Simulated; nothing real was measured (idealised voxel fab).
The following process module bears the name voxel ribs on slabs.
Shown is cross-section cut, with a width of 175 nm and square cells of size 5 nm.
Cross-section spec: square-cell grid; bands listed top down; each band is one or more rows. This entry defines a band. It first specifies the height of the band's top and the height of its bottom in nm, and then specifies the band's materials from left to right, stating each material with its width in nm. The word "throughout" identifies a single material that fills the band from edge to edge, while the word "empty" identifies empty space. For the purposes of this specification, 0 denotes the height below which the wafer in its as-received condition is composed wholly of one material, and the lowermost band, lacking a lower limit, extends downward without end, as expressed in "0..down". The notation "30->40" denotes a width that varies across the rows of cells in the band, beginning at the first number in the top row, finishing at the second number in the bottom row, and changing by an identical amount from each row to the next. For the purposes of this document, the phrase "left unchanged" attached to a step denotes that no cell within the cross-section was modified by that step. "Enclosed void listing": empty spaces of 8 cells or more with no open way to the top, each given as width x height at distance, distance from the left edge, all in nm. On a step's line, text after the settings is the simulator commenting on that step. "overlay nm", when on a step's line for a step with a mask, measures how far to the right of its planned place the mask lay; a negative measure means to the left.
This section lists the process steps that were planned:
- 1: RECEIVE | material Si
- 2: DIRECTIONAL_DEP | material SiO2 | thk nm 20
- 3: DIRECTIONAL_DEP | material polySi | thk nm 15
- 4: PATTERN | tone cover | mask id RIB | material resist | width nm 30 | thk nm 20 | overlay nm 0
- 5: DIRECTIONAL_ETCH | etch materials polySi | depth nm 5
- 6: STRIP | etch materials resist
- 7: PATTERN | tone cover | mask id SLAB | material resist | width nm 90 | thk nm 20 | overlay nm 0
- 8: DIRECTIONAL_ETCH | etch materials polySi | depth nm 10
- 9: STRIP | etch materials resist
- 10: FILL_DEP | material SiO2 | thk nm 30
- 11: CMP | height nm 55
- 12: DIRECTIONAL_DEP | material TiN | thk nm 10
- 13: PATTERN | tone cover | mask id HEATER | material resist | width nm 40 | thk nm 20 | overlay nm 0
- 14: DIRECTIONAL_ETCH | etch materials TiN | depth nm 10
- 15: STRIP | etch materials resist
- 16: CONFORMAL_DEP | material SiO2 | thk nm 10
Cross-section of the wafer upon arrival, representing the state reached after step 1:
    0..down: Si throughout
    Enclosed void listing: none
Run as planned - first of the two wafers cross-sectioned at the end of the module:
    75..65: empty=55; SiO2=60; empty=60
    65..55: SiO2=65; TiN=40; SiO2=70
    55..35: SiO2 throughout
    35..30: SiO2=70; polySi=30; SiO2=75
    30..20: SiO2=40; polySi=90; SiO2=45
    20..0: SiO2 throughout
    0..down: Si throughout
    Enclosed void listing: none
Second of two wafers, module complete, sectioned: it shares the first wafer's start and plan but was run with one mistake:
    65..55: empty=65; TiN=40; empty=70
    55..35: SiO2 throughout
    35..30: SiO2=70; polySi=30; SiO2=75
    30..20: SiO2=40; polySi=90; SiO2=45
    20..0: SiO2 throughout
    0..down: Si throughout
    Enclosed void listing: none
What went wrong in running the wafer? it should be noted that step 16 of the plan was omitted and was not performed
Count the cells at the end and the second wafer has more or fewer of some materials than the first: SiO2: 78 fewer
